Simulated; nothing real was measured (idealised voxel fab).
This section sets out a process module, namely voxel transistor to metal.
It is cross-section cut that appears here, measuring 265 nm in width, its square cells being 5 nm in size.
Heads up, the way a cross-section reads in here is a grid of square cells, handed over as bands from the top down, with every band being one or more rows of cells. This entry defines a band. It first specifies the height of the band's top and the height of its bottom in nm, and then specifies the band's materials from left to right, stating each material with its width in nm. The word "throughout" identifies a single material that fills the band from edge to edge, while the word "air" identifies empty space. Zero point of the height axis is 0; under it, received wafer = one material. Lowest band: continues down indefinitely, "0..down". Width: "30->40" (first number = top row, second number = bottom row, same change from row to row of cells). You'll sometimes find "same as before" written for a step, and that's the way of saying that nowhere in the cross-section did a cell change during that step. "Enclosed empty spaces" enumerates empty spaces isolated from the top, with no open way to it, that contain at least 8 cells, giving each as width x height at distance from the left edge, all three in nm. Whatever follows a step's settings on its line is a remark the simulator itself makes about that step. If you see "overlay nm" on a step's line and that step has a mask, it's telling you how far right of where it was planned the mask ended up; a negative number means it went left instead.
# Here's what the planned process steps look like
- 1: RECEIVE with material Si
- 2: OXIDIZE with depth nm 5
- 3: CONFORMAL_DEP with material SiN, thk nm 10
- 4: DIRECTIONAL_DEP with material aC, thk nm 15
- 5: PATTERN with tone cover, mask id ACTIVE, material resist, width nm 95, pitch nm 120, thk nm 30, overlay nm 0
- 6: DIRECTIONAL_ETCH with etch materials aC, depth nm 15
- 7: STRIP with etch materials resist
- 8: DIRECTIONAL_ETCH with etch materials SiN, depth nm 10
- 9: DIRECTIONAL_ETCH with etch materials SiO2, depth nm 5
- 10: DIRECTIONAL_ETCH with etch materials Si, depth nm 25
- 11: STRIP with etch materials aC
- 12: FILL_DEP with material SiO2, thk nm 10
- 13: CMP with height nm 10
- 14: SELECTIVE_ETCH with etch materials SiO2, depth nm 10
- 15: STRIP with etch materials SiN
- 16: SELECTIVE_ETCH with etch materials SiO2, depth nm 5
- 17: OXIDIZE with depth nm 5
- 18: DIRECTIONAL_DEP with material polySi, thk nm 30
- 19: DIRECTIONAL_DEP with material SiCN, thk nm 15
- 20: PATTERN with tone cover, mask id GATE, material resist, width nm 25, pitch nm 120, thk nm 20, overlay nm 0
- 21: DIRECTIONAL_ETCH with etch materials SiCN, depth nm 25
- 22: DIRECTIONAL_ETCH with etch materials polySi, depth nm 40
- 23: STRIP with etch materials resist
- 24: CONFORMAL_DEP with material SiN, thk nm 10
- 25: DIRECTIONAL_ETCH with etch materials SiN, depth nm 10
- 26: DIRECTIONAL_ETCH with etch materials SiO2, depth nm 5
- 27: DIRECTIONAL_ETCH with etch materials Si, depth nm 10
- 28: EPI with material pSi, thk nm 15
- 29: FILL_DEP with material SiO2, thk nm 10
- 30: CMP with height nm 40
- 31: DIRECTIONAL_DEP with material SiO2, thk nm 15
- 32: PATTERN with tone open, mask id CONTACT, material resist, width nm 25, pitch nm 60, thk nm 15, overlay nm 0
- 33: DIRECTIONAL_ETCH with etch materials SiO2, depth nm 60
- 34: STRIP with etch materials resist
- 35: CONFORMAL_DEP with material TiN, thk nm 5
- 36: FILL_DEP with material W, thk nm 5
- 37: CMP with height nm 55
- 38: CONFORMAL_DEP with material SiN, thk nm 5
- 39: DIRECTIONAL_DEP with material lowk, thk nm 20
- 40: PATTERN with tone open, mask id METAL_1, material resist, width nm 15, thk nm 20, overlay nm 0
- 41: DIRECTIONAL_ETCH with etch materials lowk, depth nm 20
- 42: DIRECTIONAL_ETCH with etch materials SiN, depth nm 5
- 43: STRIP with etch materials resist
- 44: CONFORMAL_DEP with material TiN, thk nm 5
- 45: FILL_DEP with material W, thk nm 10
- 46: CMP with height nm 80
- 47: CONFORMAL_DEP with material SiCN, thk nm 5
- 48: DIRECTIONAL_DEP with material SiO2, thk nm 30
- 49: MASKED_ETCH with tone open, mask id METAL_2, width nm 15, pitch nm 120, etch materials SiO2, depth nm 20, overlay nm 0
- 50: DIRECTIONAL_DEP with material aC, thk nm 10
- 51: PATTERN with tone open, mask id METAL_2_HOLES, material resist, width nm 15, pitch nm 120, thk nm 30, overlay nm 0
- 52: DIRECTIONAL_ETCH with etch materials aC, depth nm 10
- 53: STRIP with etch materials resist
- 54: DIRECTIONAL_ETCH with etch materials SiO2, depth nm 10
- 55: DIRECTIONAL_ETCH with etch materials SiCN, depth nm 5
- 56: STRIP with etch materials aC
- 57: CONFORMAL_DEP with material TiN, thk nm 5
- 58: FILL_DEP with material Cu, thk nm 10
- 59: CMP with height nm 115
- 60: CONFORMAL_DEP with material SiN, thk nm 5
# Delivered wafer in cross-section: state after step 1
- 0..down: Si throughout
- Enclosed empty spaces: none
# Same starting wafer, same plan as above, one mistake in the execution; this is the cross-section at the end of the module
- 120..115: SiN throughout
- 115..85: 30 of SiO2, then 5 of TiN, then 5 of Cu, then 5 of TiN, then 105 of SiO2, then 5 of TiN, then 5 of Cu, then 5 of TiN, then 100 of SiO2
- 85..80: 30 of SiCN, then 15 of TiN, then 105 of SiCN, then 15 of TiN, then 100 of SiCN
- 80..60: 30 of lowk, then 5 of TiN, then 5 of lowk, then 5 of TiN, then 55 of lowk, then 5 of TiN, then 5 of lowk, then 5 of TiN, then 35 of lowk, then 5 of TiN, then 5 of lowk, then 5 of TiN, then 55 of lowk, then 5 of TiN, then 5 of lowk, then 5 of TiN, then 30 of lowk
- 60..55: 30 of SiN, then 15 of TiN, then 55 of SiN, then 15 of TiN, then 35 of SiN, then 15 of TiN, then 55 of SiN, then 15 of TiN, then 30 of SiN
- 55..45: 30 of SiO2, then 5 of TiN, then 15 of W, then 5 of TiN, then 35 of SiO2, then 5 of TiN, then 15 of W, then 5 of TiN, then 35 of SiO2, then 5 of TiN, then 15 of W, then 5 of TiN, then 35 of SiO2, then 5 of TiN, then 15 of W, then 5 of TiN, then 30 of SiO2
- 45..40: 30 of SiO2, then 5 of TiN, then 10 of W, then 10 of TiN, then 35 of SiO2, then 10 of TiN, then 10 of W, then 5 of TiN, then 35 of SiO2, then 5 of TiN, then 10 of W, then 10 of TiN, then 35 of SiO2, then 10 of TiN, then 10 of W, then 5 of TiN, then 30 of SiO2
- 40..25: 30 of SiO2, then 5 of TiN, then 10 of W, then 5 of TiN, then 10 of SiN, then 25 of SiCN, then 10 of SiN, then 5 of TiN, then 10 of W, then 5 of TiN, then 35 of SiO2, then 5 of TiN, then 10 of W, then 5 of TiN, then 10 of SiN, then 25 of SiCN, then 10 of SiN, then 5 of TiN, then 10 of W, then 5 of TiN, then 30 of SiO2
- 25..10: 30 of SiO2, then 5 of TiN, then 10 of W, then 5 of TiN, then 10 of SiN, then 25 of polySi, then 10 of SiN, then 5 of TiN, then 10 of W, then 5 of TiN, then 35 of SiO2, then 5 of TiN, then 10 of W, then 5 of TiN, then 10 of SiN, then 25 of polySi, then 10 of SiN, then 5 of TiN, then 10 of W, then 5 of TiN, then 30 of SiO2
- 10..5: 30 of SiO2, then 20 of TiN, then 10 of SiN, then 25 of polySi, then 10 of SiN, then 20 of TiN, then 35 of SiO2, then 20 of TiN, then 10 of SiN, then 25 of polySi, then 10 of SiN, then 20 of TiN, then 30 of SiO2
- 5..-5: 30 of SiO2, then 5 of TiN, then 15 of pSi, then 10 of SiN, then 25 of polySi, then 10 of SiN, then 15 of pSi, then 5 of TiN, then 35 of SiO2, then 5 of TiN, then 15 of pSi, then 10 of SiN, then 25 of polySi, then 10 of SiN, then 15 of pSi, then 5 of TiN, then 30 of SiO2
- -5..-10: 20 of SiO2, then 30 of pSi, then 45 of SiO2, then 30 of pSi, then 15 of SiO2, then 30 of pSi, then 45 of SiO2, then 30 of pSi, then 20 of SiO2
- -10..-20: 25 of SiO2, then 25 of pSi, then 45 of Si, then 25 of pSi, then 25 of SiO2, then 25 of pSi, then 45 of Si, then 25 of pSi, then 25 of SiO2
- -20..-30: 25 of SiO2, then 95 of Si, then 25 of SiO2, then 95 of Si, then 25 of SiO2
- -30..down: Si throughout
- Enclosed empty spaces: none
Processing error: in deviation from the planned setting, step 45 was conducted as FILL_DEP with material lowk, thk nm 10
